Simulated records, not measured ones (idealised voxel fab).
process module | voxel self aligned vias
cross-section cut | 280 nm wide | cells 5 nm
A cross-section is a grid of square cells, given in bands from the top down. A band is one or more rows of cells.
Each band's line starts with the height of the band's top and of its bottom, in nm. Then come its materials from left to right, each with its width in nm. One material with "throughout" fills the band from edge to edge. "air" is empty space.
Height 0 is the level under which the wafer as received is all one material. The lowest band goes on downwards, as in "0 down".
A width such as "30 to 40" changes by the same amount from each row of cells to the next, from the band's top row to its bottom row.
"no change" after a step means that no cell of the cross-section changed.
closed voids: empty space of 8 cells or more with no open way to the top, each as width x height at its distance from the left edge, in nm
after a step's settings: what the simulator itself notes on the step
overlay nm, on a step with a mask: how far to the right of its planned place the mask lay; to the left if negative
plan
1 op RECEIVE | material Si
2 op CONFORMAL_DEP | material SiO2 | thk nm 10
3 op CONFORMAL_DEP | material SiCN | thk nm 5
4 op DIRECTIONAL_DEP | material lowk | thk nm 30
5 op DIRECTIONAL_DEP | material aC | thk nm 15
6 op PATTERN | tone open | mask id LINES | material resist | width nm 30 | pitch nm 65 | thk nm 35 | overlay nm 0
7 op DIRECTIONAL_ETCH | etch materials aC | depth nm 15
8 op STRIP | etch materials resist
9 op DIRECTIONAL_ETCH | etch materials lowk | depth nm 30
10 op STRIP | etch materials aC
11 op CONFORMAL_DEP | material TiN | thk nm 5
12 op FILL_DEP | material W | thk nm 10
13 op CMP | height nm 45
14 op SELECTIVE_ETCH | etch materials W Ru TiN | depth nm 10
15 op FILL_DEP | material SiN | thk nm 5
16 op CMP | height nm 45
17 op DIRECTIONAL_DEP | material lowk | thk nm 20
18 op MASKED_ETCH | tone open | mask id VIAS | width nm 50 | pitch nm 65 | etch materials lowk | depth nm 20 | overlay nm 0
19 op MASKED_ETCH | tone open | mask id VIAS | width nm 50 | pitch nm 65 | etch materials SiN | depth nm 10 | overlay nm 0
20 op CONFORMAL_DEP | material TiN | thk nm 5
21 op FILL_DEP | material Ru | thk nm 10
22 op CMP | height nm 65
23 op CONFORMAL_DEP | material SiN | thk nm 5
as received, after step 1
  0 down: Si throughout
  closed voids: none
first wafer at the end, as planned
  70 to 65: SiN throughout
  65 to 50: lowk 50 | TiN 5 | Ru 40 | TiN 5 | lowk 15 | TiN 5 | Ru 40 | TiN 5 | lowk 15 | TiN 5 | Ru 40 | TiN 5 | lowk 50
  50 to 40: lowk 50 to 60 | TiN 15 to 5 | Ru 20 | TiN 15 to 5 | lowk 15 to 35 | TiN 15 to 5 | Ru 20 | TiN 15 to 5 | lowk 15 to 35 | TiN 15 to 5 | Ru 20 | TiN 15 to 5 | lowk 50 to 60
  40 to 35: lowk 60 | TiN 30 | lowk 35 | TiN 30 | lowk 35 | TiN 30 | lowk 60
  35 to 20: lowk 60 | TiN 5 | W 20 | TiN 5 | lowk 35 | TiN 5 | W 20 | TiN 5 | lowk 35 | TiN 5 | W 20 | TiN 5 | lowk 60
  20 to 15: lowk 60 | TiN 30 | lowk 35 | TiN 30 | lowk 35 | TiN 30 | lowk 60
  15 to 10: SiCN throughout
  10 to 0: SiO2 throughout
  0 down: Si throughout
  closed voids: none
second wafer at the end: like start, like plan, one mistake
  70 to 65: SiN throughout
  65 to 50: Ru 45 | TiN 5 | lowk 50 | TiN 5 | Ru 5 | TiN 5 | lowk 50 | TiN 5 | Ru 5 | TiN 5 | lowk 50 | TiN 5 | Ru 45
  50 to 45: TiN 50 | lowk 50 | TiN 15 | lowk 50 | TiN 15 | lowk 50 | TiN 50
  45 to 35: lowk 60 | SiN 30 | lowk 35 | SiN 30 | lowk 35 | SiN 30 | lowk 60
  35 to 20: lowk 60 | TiN 5 | W 20 | TiN 5 | lowk 35 | TiN 5 | W 20 | TiN 5 | lowk 35 | TiN 5 | W 20 | TiN 5 | lowk 60
  20 to 15: lowk 60 | TiN 30 | lowk 35 | TiN 30 | lowk 35 | TiN 30 | lowk 60
  15 to 10: SiCN throughout
  10 to 0: SiO2 throughout
  0 down: Si throughout
  closed voids: none
what went wrong: step 18 ran as: op MASKED_ETCH | tone cover | mask id VIAS | width nm 50 | pitch nm 65 | etch materials lowk | depth nm 20 | overlay nm 0
at the end the second wafer has, in cells: 36 fewer of Ru | 36 more of SiN | 16 fewer of TiN | 16 more of lowk
